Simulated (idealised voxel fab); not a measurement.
process module | voxel wiring stack
cross-section cut | 210 nm wide | cells 5 nm
A cross-section is a grid of square cells, given in bands from the top down. A band is one or more rows of cells.
Each band's line starts with the height of the band's top and of its bottom, in nm. Then come its materials from left to right, each with its width in nm. One material with "throughout" fills the band from edge to edge. "air" is empty space.
Height 0 is the level under which the wafer as received is all one material. The lowest band goes on downwards, as in "0 down".
A width such as "30 to 40" changes by the same amount from each row of cells to the next, from the band's top row to its bottom row.
"no change" after a step means that no cell of the cross-section changed.
closed voids: empty space of 8 cells or more with no open way to the top, each as width x height at its distance from the left edge, in nm
after a step's settings: what the simulator itself notes on the step
overlay nm, on a step with a mask: how far to the right of its planned place the mask lay; to the left if negative
plan
1 op RECEIVE | material Si
2 op CONFORMAL_DEP | material SiO2 | thk nm 15
3 op DIRECTIONAL_DEP | material TiN | thk nm 5
4 op DIRECTIONAL_DEP | material W | thk nm 20
5 op MASKED_ETCH | tone cover | mask id METAL_1 | width nm 20 | pitch nm 35 | etch materials W | depth nm 20 | overlay nm 0
6 op MASKED_ETCH | tone cover | mask id METAL_1 | width nm 20 | pitch nm 35 | etch materials TiN | depth nm 5 | overlay nm 0
7 op CONFORMAL_DEP | material SiN | thk nm 5
8 op FILL_DEP | material SiO2 | thk nm 5
9 op CMP | height nm 40
10 op CONFORMAL_DEP | material SiCN | thk nm 5
11 op DIRECTIONAL_DEP | material SiO2 | thk nm 35
12 op MASKED_ETCH | tone open | mask id METAL_2 | width nm 20 | pitch nm 35 | etch materials SiO2 | depth nm 20 | overlay nm 0
13 op MASKED_ETCH | tone open | mask id METAL_2_HOLES | width nm 15 | etch materials SiO2 | depth nm 15 | overlay nm 0
14 op MASKED_ETCH | tone open | mask id METAL_2_HOLES | width nm 15 | etch materials SiCN | depth nm 5 | overlay nm 0
15 op CONFORMAL_DEP | material TiN | thk nm 5
16 op FILL_DEP | material Cu | thk nm 5
17 op CMP | height nm 80
18 op CONFORMAL_DEP | material SiCN | thk nm 5
19 op DIRECTIONAL_DEP | material SiO2 | thk nm 10
20 op MASKED_ETCH | tone open | mask id PLUG_2 | width nm 15 | pitch nm 35 | etch materials SiO2 | depth nm 10 | overlay nm 0
21 op MASKED_ETCH | tone open | mask id PLUG_2 | width nm 15 | pitch nm 35 | etch materials SiCN | depth nm 5 | overlay nm 0
22 op EPI | material Ru | thk nm 10
23 op EPI | material Ru | thk nm 5
24 op CONFORMAL_DEP | material SiN | thk nm 5
25 op DIRECTIONAL_DEP | material SiO2 | thk nm 15
26 op PATTERN | tone open | mask id METAL_3 | material resist | width nm 20 | pitch nm 35 | thk nm 20 | overlay nm 0
27 op DIRECTIONAL_ETCH | etch materials SiO2 | depth nm 15
28 op DIRECTIONAL_ETCH | etch materials SiN | depth nm 5
29 op STRIP | etch materials resist
30 op CONFORMAL_DEP | material TiN | thk nm 5
31 op FILL_DEP | material W | thk nm 10
32 op CMP | height nm 115
33 op CONFORMAL_DEP | material SiCN | thk nm 5
34 op DIRECTIONAL_DEP | material SiO2 | thk nm 35
35 op PATTERN | tone open | mask id METAL_4 | material resist | width nm 20 | pitch nm 35 | thk nm 20 | overlay nm 0
36 op DIRECTIONAL_ETCH | etch materials SiO2 | depth nm 20
37 op STRIP | etch materials resist
38 op DIRECTIONAL_DEP | material aC | thk nm 10
39 op PATTERN | tone open | mask id METAL_4_HOLES | material resist | width nm 15 | pitch nm 35 | thk nm 25 | overlay nm 0
40 op DIRECTIONAL_ETCH | etch materials aC | depth nm 10
41 op STRIP | etch materials resist
42 op DIRECTIONAL_ETCH | etch materials SiO2 | depth nm 15
43 op DIRECTIONAL_ETCH | etch materials SiCN | depth nm 5
44 op STRIP | etch materials aC
45 op CONFORMAL_DEP | material TiN | thk nm 5
46 op FILL_DEP | material Cu | thk nm 10
47 op CMP | height nm 155
48 op CONFORMAL_DEP | material SiCN | thk nm 5
as received, after step 1
  0 down: Si throughout
  closed voids: none
first wafer at the end, as planned
  160 to 155: SiCN throughout
  155 to 140: SiO2 75 | TiN 5 | Cu 10 | TiN 5 | SiO2 15 | TiN 5 | Cu 10 | TiN 5 | SiO2 80
  140 to 135: SiO2 75 | TiN 5 | Cu 5 | TiN 10 | SiO2 15 | TiN 5 | Cu 5 | TiN 10 | SiO2 80
  135 to 120: SiO2 75 | TiN 5 | Cu 5 | TiN 5 | SiO2 20 | TiN 5 | Cu 5 | TiN 5 | SiO2 85
  120 to 115: SiCN 75 | TiN 15 | SiCN 20 | TiN 15 | SiCN 85
  115 to 100: SiO2 75 | TiN 5 | W 10 | TiN 5 | SiO2 15 | TiN 5 | W 10 | TiN 5 | SiO2 80
  100 to 95: SiN 75 | TiN 20 | SiN 15 | TiN 20 | SiN 80
  95 to 85: SiO2 75 | Ru 15 | SiO2 20 | Ru 15 | SiO2 85
  85 to 80: SiCN 75 | Ru 15 | SiCN 20 | Ru 15 | SiCN 85
  80 to 65: SiO2 75 | TiN 5 | Cu 10 | TiN 5 | SiO2 15 | TiN 5 | Cu 10 | TiN 5 | SiO2 80
  65 to 60: SiO2 75 | TiN 5 | Cu 5 | TiN 10 | SiO2 15 | TiN 20 | SiO2 80
  60 to 45: SiO2 75 | TiN 5 | Cu 5 | TiN 5 | SiO2 120
  45 to 40: SiCN 75 | TiN 15 | SiCN 120
  40 to 20: SiO2 70 | SiN 5 | W 20 | SiN 5 | SiO2 5 | SiN 5 | W 20 | SiN 5 | SiO2 75
  20 to 15: SiN 75 | TiN 20 | SiN 15 | TiN 20 | SiN 80
  15 to 0: SiO2 throughout
  0 down: Si throughout
  closed voids: none
second wafer at the end: like start, like plan, one mistake
  160 to 155: SiCN throughout
  155 to 140: SiO2 75 | TiN 5 | Cu 10 | TiN 5 | SiO2 15 | TiN 5 | Cu 10 | TiN 5 | SiO2 80
  140 to 135: SiO2 75 | TiN 5 | Cu 5 | TiN 10 | SiO2 15 | TiN 5 | Cu 5 | TiN 10 | SiO2 80
  135 to 120: SiO2 75 | TiN 5 | Cu 5 | TiN 5 | SiO2 20 | TiN 5 | Cu 5 | TiN 5 | SiO2 85
  120 to 115: SiCN 75 | TiN 15 | SiCN 20 | TiN 15 | SiCN 85
  115 to 110: SiO2 75 | TiN 5 | W 10 | TiN 5 | SiO2 15 | TiN 5 | W 10 | TiN 5 | SiO2 80
  110 to 105: SiO2 60 | SiN 15 | TiN 20 | SiN 15 | TiN 20 | SiN 10 | SiO2 70
  105 to 100: SiO2 60 | SiN 5 | Ru 70 | SiN 5 | SiO2 70
  100 to 95: SiN 65 | Ru 70 | SiN 75
  95 to 85: SiO2 75 | Ru 15 | SiO2 20 | Ru 15 | SiO2 85
  85 to 80: SiCN 75 | Ru 15 | SiCN 20 | Ru 15 | SiCN 85
  80 to 65: SiO2 75 | TiN 5 | Cu 10 | TiN 5 | SiO2 15 | TiN 5 | Cu 10 | TiN 5 | SiO2 80
  65 to 60: SiO2 75 | TiN 5 | Cu 5 | TiN 10 | SiO2 15 | TiN 20 | SiO2 80
  60 to 45: SiO2 75 | TiN 5 | Cu 5 | TiN 5 | SiO2 120
  45 to 40: SiCN 75 | TiN 15 | SiCN 120
  40 to 20: SiO2 70 | SiN 5 | W 20 | SiN 5 | SiO2 5 | SiN 5 | W 20 | SiN 5 | SiO2 75
  20 to 15: SiN 75 | TiN 20 | SiN 15 | TiN 20 | SiN 80
  15 to 0: SiO2 throughout
  0 down: Si throughout
  closed voids: none
what went wrong: step 22 was run twice
at the end the second wafer has, in cells: 28 more of Ru | 4 more of SiN | 16 fewer of SiO2 | 8 fewer of TiN | 8 fewer of W
